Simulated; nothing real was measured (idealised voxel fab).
process module | voxel released beams
cross-section cut | 200 nm wide | cells 5 nm
A cross-section is a grid of square cells, given in bands from the top down. A band is one or more rows of cells.
Each band's line starts with the height of the band's top and of its bottom, in nm. Then come its materials from left to right, each with its width in nm. One material with "throughout" fills the band from edge to edge. "air" is empty space.
Height 0 is the level under which the wafer as received is all one material. The lowest band goes on downwards, as in "0 down".
A width such as "30 to 40" changes by the same amount from each row of cells to the next, from the band's top row to its bottom row.
"no change" after a step means that no cell of the cross-section changed.
closed voids: empty space of 8 cells or more with no open way to the top, each as width x height at its distance from the left edge, in nm
after a step's settings: what the simulator itself notes on the step
overlay nm, on a step with a mask: how far to the right of its planned place the mask lay; to the left if negative
plan
1 op RECEIVE | material Si
2 op CONFORMAL_DEP | material SiN | thk nm 10
3 op DIRECTIONAL_DEP | material SiO2 | thk nm 10
4 op MASKED_ETCH | tone open | mask id ANCHOR | width nm 30 | etch materials SiO2 | depth nm 5 | overlay nm 0
5 op CONFORMAL_DEP | material W | thk nm 10
6 op DIRECTIONAL_DEP | material aC | thk nm 15
7 op PATTERN | tone cover | mask id BEAM | material resist | width nm 90 | thk nm 35 | overlay nm 0
8 op DIRECTIONAL_ETCH | etch materials aC | depth nm 15
9 op STRIP | etch materials resist
10 op DIRECTIONAL_ETCH | etch materials W | depth nm 10
11 op STRIP | etch materials aC
12 op STRIP | etch materials SiO2
varied across the wafers: depth nm of step 4. The plan shows the first wafer's value. All wafers start alike
first wafer as received, after step 1
  0 down: Si throughout
  closed voids: none
each wafer at the end: cells of each material gained (+) or lost (-) since it was received, then its closed voids
depth nm 5 | +80 SiN | closed voids: none
depth nm 10 | +80 SiN | +44 W | closed voids: none
depth nm 15 | +80 SiN | +44 W | closed voids: none
depth nm 20 | +80 SiN | +44 W | closed voids: none
depth nm 25 | +80 SiN | +44 W | closed voids: none
